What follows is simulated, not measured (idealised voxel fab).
process module | voxel ribs on slabs
cross-section cut | 140 nm wide | cells 5 nm
A cross-section is a grid of square cells, given in bands from the top down. A band is one or more rows of cells.
Each band's line starts with the height of the band's top and of its bottom, in nm. Then come its materials from left to right, each with its width in nm. One material with "throughout" fills the band from edge to edge. "air" is empty space.
Height 0 is the level under which the wafer as received is all one material. The lowest band goes on downwards, as in "0 down".
A width such as "30 to 40" changes by the same amount from each row of cells to the next, from the band's top row to its bottom row.
"no change" after a step means that no cell of the cross-section changed.
closed voids: empty space of 8 cells or more with no open way to the top, each as width x height at its distance from the left edge, in nm
after a step's settings: what the simulator itself notes on the step
overlay nm, on a step with a mask: how far to the right of its planned place the mask lay; to the left if negative
plan
1 op RECEIVE | material Si
2 op DIRECTIONAL_DEP | material SiO2 | thk nm 30
3 op DIRECTIONAL_DEP | material SiN | thk nm 15
4 op DIRECTIONAL_DEP | material aC | thk nm 10
5 op PATTERN | tone cover | mask id RIB | material resist | width nm 20 | thk nm 30 | overlay nm 0
6 op DIRECTIONAL_ETCH | etch materials aC | depth nm 10
7 op STRIP | etch materials resist
8 op DIRECTIONAL_ETCH | etch materials SiN | depth nm 5
9 op STRIP | etch materials aC
10 op MASKED_ETCH | tone cover | mask id SLAB | width nm 90 | etch materials SiN | depth nm 10 | overlay nm 0
11 op FILL_DEP | material SiO2 | thk nm 30
12 op CMP | height nm 65
13 op DIRECTIONAL_DEP | material W | thk nm 10
14 op DIRECTIONAL_DEP | material aC | thk nm 10
15 op PATTERN | tone cover | mask id HEATER | material resist | width nm 40 | thk nm 30 | overlay nm 0
16 op DIRECTIONAL_ETCH | etch materials aC | depth nm 10
17 op STRIP | etch materials resist
18 op DIRECTIONAL_ETCH | etch materials W | depth nm 10
19 op STRIP | etch materials aC
20 op CONFORMAL_DEP | material SiN | thk nm 10
varied across the wafers: width nm of step 5. The plan shows the first wafer's value. All wafers start alike
first wafer as received, after step 1
  0 down: Si throughout
  closed voids: none
first wafer at the end, after step 20
  85 to 75: air 40 | SiN 60 | air 40
  75 to 65: SiN 50 | W 40 | SiN 50
  65 to 45: SiO2 throughout
  45 to 40: SiO2 60 | SiN 20 | SiO2 60
  40 to 30: SiO2 25 | SiN 90 | SiO2 25
  30 to 0: SiO2 throughout
  0 down: Si throughout
  closed voids: none
last wafer at the end
  85 to 75: air 40 | SiN 60 | air 40
  75 to 65: SiN 50 | W 40 | SiN 50
  65 to 45: SiO2 throughout
  45 to 40: SiO2 50 | SiN 45 | SiO2 45
  40 to 30: SiO2 25 | SiN 90 | SiO2 25
  30 to 0: SiO2 throughout
  0 down: Si throughout
  closed voids: none
each wafer at the end: cells of each material gained (+) or lost (-) since it was received, then its closed voids
width nm 20 | +104 SiN | +324 SiO2 | +16 W | closed voids: none
width nm 25 | +105 SiN | +323 SiO2 | +16 W | closed voids: none
width nm 30 | +106 SiN | +322 SiO2 | +16 W | closed voids: none
width nm 35 | +107 SiN | +321 SiO2 | +16 W | closed voids: none
width nm 40 | +108 SiN | +320 SiO2 | +16 W | closed voids: none
width nm 45 | +109 SiN | +319 SiO2 | +16 W | closed voids: none
